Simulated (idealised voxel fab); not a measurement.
process module | voxel air gaps
cross-section cut | 225 nm wide | cells 5 nm
A cross-section is a grid of square cells, given in bands from the top down. A band is one or more rows of cells.
Each band's line starts with the height of the band's top and of its bottom, in nm. Then come its materials from left to right, each with its width in nm. One material with "throughout" fills the band from edge to edge. "air" is empty space.
Height 0 is the level under which the wafer as received is all one material. The lowest band goes on downwards, as in "0 down".
A width such as "30 to 40" changes by the same amount from each row of cells to the next, from the band's top row to its bottom row.
"no change" after a step means that no cell of the cross-section changed.
closed voids: empty space of 8 cells or more with no open way to the top, each as width x height at its distance from the left edge, in nm
after a step's settings: what the simulator itself notes on the step
overlay nm, on a step with a mask: how far to the right of its planned place the mask lay; to the left if negative
plan
1 op RECEIVE | material Si
2 op CONFORMAL_DEP | material SiO2 | thk nm 10
3 op CONFORMAL_DEP | material SiCN | thk nm 5
4 op DIRECTIONAL_DEP | material SiO2 | thk nm 30
5 op PATTERN | tone open | mask id LINES | material resist | width nm 20 | pitch nm 45 | thk nm 15 | overlay nm 0
6 op DIRECTIONAL_ETCH | etch materials SiO2 | depth nm 40
7 op STRIP | etch materials resist
8 op CONFORMAL_DEP | material TiN | thk nm 5
9 op FILL_DEP | material W | thk nm 10
10 op CMP | height nm 55
11 op EPI | material Ru | thk nm 10
12 op SELECTIVE_ETCH | etch materials SiO2 | depth nm 50
13 op CONFORMAL_DEP | material SiCN | thk nm 5
varied across the wafers: thk nm of step 4. The plan shows the first wafer's value. All wafers start alike
first wafer as received, after step 1
  0 down: Si throughout
  closed voids: none
first wafer at the end, after step 13
  70 to 65: SiCN throughout
  65 to 55: Ru throughout
  55 to 50: W throughout
  50 to 45: TiN 60 | W 10 | TiN 35 | W 10 | TiN 35 | W 10 | TiN 65
  45 to 20: SiO2 55 | TiN 5 | W 10 | TiN 5 | SiO2 25 | TiN 5 | W 10 | TiN 5 | SiO2 25 | TiN 5 | W 10 | TiN 5 | SiO2 60
  20 to 15: SiO2 55 | TiN 20 | SiO2 25 | TiN 20 | SiO2 25 | TiN 20 | SiO2 60
  15 to 10: SiCN throughout
  10 to 0: SiO2 throughout
  0 down: Si throughout
  closed voids: none
last wafer at the end
  70 to 65: air 40 | SiCN 140 | air 45
  65 to 55: air 40 | SiCN 5 | Ru 40 | SiCN 5 | Ru 40 | SiCN 5 | Ru 40 | SiCN 5 | air 45
  55 to 50: air 40 | SiCN 15 | TiN 5 | W 10 | TiN 5 | SiCN 25 | TiN 5 | W 10 | TiN 5 | SiCN 25 | TiN 5 | W 10 | TiN 5 | SiCN 15 | air 45
  50 to 20: air 50 | SiCN 5 | TiN 5 | W 10 | TiN 5 | SiCN 5 | air 15 | SiCN 5 | TiN 5 | W 10 | TiN 5 | SiCN 5 | air 15 | SiCN 5 | TiN 5 | W 10 | TiN 5 | SiCN 5 | air 55
  20 to 15: SiCN 55 | TiN 20 | SiCN 25 | TiN 20 | SiCN 25 | TiN 20 | SiCN 60
  15 to 10: SiCN throughout
  10 to 0: SiO2 throughout
  0 down: Si throughout
  closed voids: 15 x 30 at 80; 15 x 30 at 125
each wafer at the end: cells of each material gained (+) or lost (-) since it was received, then its closed voids
thk nm 30 | +90 Ru | +90 SiCN | +288 SiO2 | +81 TiN | +81 W | closed voids: none
thk nm 35 | +90 Ru | +90 SiCN | +321 SiO2 | +87 TiN | +42 W | closed voids: none
thk nm 40 | +48 Ru | +166 SiCN | +90 SiO2 | +54 TiN | +42 W | closed voids: 15 x 30 at 80; 15 x 30 at 125
